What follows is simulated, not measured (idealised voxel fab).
process module | voxel gate over fins
cross-section cut | 300 nm wide | cells 5 nm
A cross-section is a grid of square cells, given in bands from the top down. A band is one or more rows of cells.
Each band's line starts with the height of the band's top and of its bottom, in nm. Then come its materials from left to right, each with its width in nm. One material with "throughout" fills the band from edge to edge. "air" is empty space.
Height 0 is the level under which the wafer as received is all one material. The lowest band goes on downwards, as in "0 down".
A width such as "30 to 40" changes by the same amount from each row of cells to the next, from the band's top row to its bottom row.
"no change" after a step means that no cell of the cross-section changed.
closed voids: empty space of 8 cells or more with no open way to the top, each as width x height at its distance from the left edge, in nm
after a step's settings: what the simulator itself notes on the step
overlay nm, on a step with a mask: how far to the right of its planned place the mask lay; to the left if negative
plan
1 op RECEIVE | material Si
2 op CONFORMAL_DEP | material SiN | thk nm 5
3 op MASKED_ETCH | tone cover | mask id FINS | width nm 15 | pitch nm 40 | etch materials SiN | depth nm 5 | overlay nm 0
4 op MASKED_ETCH | tone cover | mask id FINS | width nm 15 | pitch nm 40 | etch materials Si | depth nm 40 | overlay nm 0
5 op OXIDIZE | depth nm 5
6 op FILL_DEP | material SiO2 | thk nm 15
7 op CMP | height nm 5
8 op SELECTIVE_ETCH | etch materials SiO2 | depth nm 20
9 op STRIP | etch materials SiN
10 op CONFORMAL_DEP | material HfO2 | thk nm 5
11 op CONFORMAL_DEP | material TiN | thk nm 5
12 op FILL_DEP | material W | thk nm 15
13 op CMP | height nm 20
14 op CONFORMAL_DEP | material SiN | thk nm 5
first wafer, as planned
as received, after step 1
  0 down: Si throughout
  closed voids: none
after step 2
  5 to 0: SiN throughout
  below 0: unchanged
after step 3
  5 to 0: air 100 | SiN 15 | air 25 | SiN 15 | air 25 | SiN 15 | air 105
  below 0: unchanged
after step 4
  5 to 0: air 100 | SiN 15 | air 25 | SiN 15 | air 25 | SiN 15 | air 105
  0 to -40: air 100 | Si 15 | air 25 | Si 15 | air 25 | Si 15 | air 105
  below -40: unchanged
after step 5
  5 to 0: air 100 | SiN 15 | air 25 | SiN 15 | air 25 | SiN 15 | air 105
  0 to -40: air 100 | SiO2 5 | Si 5 | SiO2 5 | air 25 | SiO2 5 | Si 5 | SiO2 5 | air 25 | SiO2 5 | Si 5 | SiO2 5 | air 105
  -40 to -45: SiO2 105 | Si 5 | SiO2 35 | Si 5 | SiO2 35 | Si 5 | SiO2 110
  below -45: unchanged
after step 6
  20 to 5: SiO2 throughout
  5 to 0: SiO2 100 | SiN 15 | SiO2 25 | SiN 15 | SiO2 25 | SiN 15 | SiO2 105
  0 to -45: SiO2 105 | Si 5 | SiO2 35 | Si 5 | SiO2 35 | Si 5 | SiO2 110
  below -45: unchanged
after step 7
  5 to 0: SiO2 100 | SiN 15 | SiO2 25 | SiN 15 | SiO2 25 | SiN 15 | SiO2 105
  below 0: unchanged
after step 8
  5 to 0: air 100 | SiN 15 | air 25 | SiN 15 | air 25 | SiN 15 | air 105
  0 to -15: air 105 | Si 5 | air 35 | Si 5 | air 35 | Si 5 | air 110
  below -15: unchanged
after step 9
  0 to -15: air 105 | Si 5 | air 35 | Si 5 | air 35 | Si 5 | air 110
  below -15: unchanged
after step 10
  5 to 0: air 100 | HfO2 15 | air 25 | HfO2 15 | air 25 | HfO2 15 | air 105
  0 to -10: air 100 | HfO2 5 | Si 5 | HfO2 5 | air 25 | HfO2 5 | Si 5 | HfO2 5 | air 25 | HfO2 5 | Si 5 | HfO2 5 | air 105
  -10 to -15: HfO2 105 | Si 5 | HfO2 35 | Si 5 | HfO2 35 | Si 5 | HfO2 110
  below -15: unchanged
after step 11
  10 to 5: air 95 | TiN 25 | air 15 | TiN 25 | air 15 | TiN 25 | air 100
  5 to 0: air 95 | TiN 5 | HfO2 15 | TiN 5 | air 15 | TiN 5 | HfO2 15 | TiN 5 | air 15 | TiN 5 | HfO2 15 | TiN 5 | air 100
  0 to -5: air 95 | TiN 5 | HfO2 5 | Si 5 | HfO2 5 | TiN 5 | air 15 | TiN 5 | HfO2 5 | Si 5 | HfO2 5 | TiN 5 | air 15 | TiN 5 | HfO2 5 | Si 5 | HfO2 5 | TiN 5 | air 100
  -5 to -10: TiN 100 | HfO2 5 | Si 5 | HfO2 5 | TiN 25 | HfO2 5 | Si 5 | HfO2 5 | TiN 25 | HfO2 5 | Si 5 | HfO2 5 | TiN 105
  below -10: unchanged
after step 12
  25 to 10: W throughout
  10 to 5: W 95 | TiN 25 | W 15 | TiN 25 | W 15 | TiN 25 | W 100
  5 to 0: W 95 | TiN 5 | HfO2 15 | TiN 5 | W 15 | TiN 5 | HfO2 15 | TiN 5 | W 15 | TiN 5 | HfO2 15 | TiN 5 | W 100
  0 to -5: W 95 | TiN 5 | HfO2 5 | Si 5 | HfO2 5 | TiN 5 | W 15 | TiN 5 | HfO2 5 | Si 5 | HfO2 5 | TiN 5 | W 15 | TiN 5 | HfO2 5 | Si 5 | HfO2 5 | TiN 5 | W 100
  below -5: unchanged
after step 13
  20 to 10: W throughout
  below 10: unchanged
after step 14
  25 to 20: SiN throughout
  below 20: unchanged
second wafer: like start, like plan, one mistake. Through step 1 it matches the first wafer
when step 2 should have ended
  5 to 0: HfO2 throughout
  below 0: unchanged
when step 3 should have ended: no change
when step 4 should have ended: no change
when step 5 should have ended: no change
when step 6 should have ended
  20 to 5: SiO2 throughout
  below 5: unchanged
when step 7 should have ended
  5 to 0: HfO2 throughout
  below 0: unchanged
when step 8 should have ended: no change
when step 9 should have ended: no change
when step 10 should have ended
  10 to 0: HfO2 throughout
  below 0: unchanged
when step 11 should have ended
  15 to 10: TiN throughout
  below 10: unchanged
when step 12 should have ended
  30 to 15: W throughout
  below 15: unchanged
when step 13 should have ended
  20 to 15: W throughout
  below 15: unchanged
when step 14 should have ended
  25 to 20: SiN throughout
  below 20: unchanged
what went wrong: step 2 ran as: op CONFORMAL_DEP | material HfO2 | thk nm 5
at the end the second wafer has, in cells: 42 more of HfO2 | 513 more of Si | 342 fewer of SiO2 | 18 fewer of TiN | 195 fewer of W
